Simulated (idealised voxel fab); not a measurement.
This section sets out a process module, namely voxel lift off.
In the cross-section labelled cut, the width is 215 nm and each square cell is 5 nm.
A cross-section is a grid of square cells, given in bands from the top down. A band is one or more rows of cells. Read a band's entry like this: the first values are the height of its top and the height of its bottom in nm, and what follows is the sequence of materials from left to right, each with its width in nm. Note that "air" is empty space, and that a single material marked "all across" reaches across the band from edge to edge. Heights are measured from 0, the level below which the as-received wafer is all one material; the lowest band has no bottom and continues downward, written as in "z 0 and below". Read "30..40" as a graded width: first number on top, second number at the bottom, same change between each pair of neighbouring rows. "everything unchanged" after a step means that no cell of the cross-section changed. Closed-off voids of 8+ cells (no open route to the top) go in "Voids, fully enclosed", written width x height at distance from the left edge, in nm. Where a step's line continues beyond its settings, the continuation is a remark by the simulator itself on that step. overlay nm: right-of-plan distance of the mask on a masked step; negative values mean left-of-plan.

Process steps - plan
| 1 | RECEIVE, material Si |
| 2 | CONFORMAL_DEP, material Al2O3, thk nm 5 |
| 3 | PATTERN, tone open, mask id LINES, material resist, width nm 15, pitch nm 45, thk nm 20, overlay nm 0 |
| 4 | DIRECTIONAL_DEP, material Ru, thk nm 10 |
| 5 | STRIP, etch materials resist |
| 6 | CONFORMAL_DEP, material SiCN, thk nm 10 |

The first of two wafers, run as planned

Wafer as received: cross-section following step 1
z 0 and below: Si all across
Voids, fully enclosed: none

State of the wafer after step 2, shown in cross-section
z 5 to 0: Al2O3 all across
For the remainder of the cross-section, below 0, there is no change.

State of the wafer after step 3, shown in cross-section
z 25 to 5: resist (55)  air (15)  resist (30)  air (15)  resist (30)  air (15)  resist (55)
For the remainder of the cross-section, below 5, there is no change.

State of the wafer after step 4, shown in cross-section
z 35 to 25: Ru (55)  air (15)  Ru (30)  air (15)  Ru (30)  air (15)  Ru (55)
z 25 to 15: resist (55)  air (15)  resist (30)  air (15)  resist (30)  air (15)  resist (55)
z 15 to 5: resist (55)  Ru (15)  resist (30)  Ru (15)  resist (30)  Ru (15)  resist (55)
For the remainder of the cross-section, below 5, there is no change.

State of the wafer after step 5, shown in cross-section
z 15 to 5: air (55)  Ru (15)  air (30)  Ru (15)  air (30)  Ru (15)  air (55)
For the remainder of the cross-section, below 5, there is no change.

State of the wafer after step 6, shown in cross-section
z 25 to 15: air (45)  SiCN (35)  air (10)  SiCN (35)  air (10)  SiCN (35)  air (45)
z 15 to 5: SiCN (55)  Ru (15)  SiCN (30)  Ru (15)  SiCN (30)  Ru (15)  SiCN (55)
For the remainder of the cross-section, below 5, there is no change.

Wafer two. Same start, same plan, one slip in execution. Same as wafer one through step 5, inclusive

Second wafer at the planned finish of step 6, seen in cross-section
z 30 to 20: air (40)  SiCN (135)  air (40)
z 20 to 15: SiCN all across
z 15 to 5: SiCN (55)  Ru (15)  SiCN (30)  Ru (15)  SiCN (30)  Ru (15)  SiCN (55)
For the remainder of the cross-section, below 5, there is no change.
The mistake made against the process plan was this: step 6 was run on a setting that differed from the plan, and what really ran there is CONFORMAL_DEP, material SiCN, thk nm 15
Counted in cells at the end, the second wafer holds more or fewer of these materials than the first: SiCN: 55 more
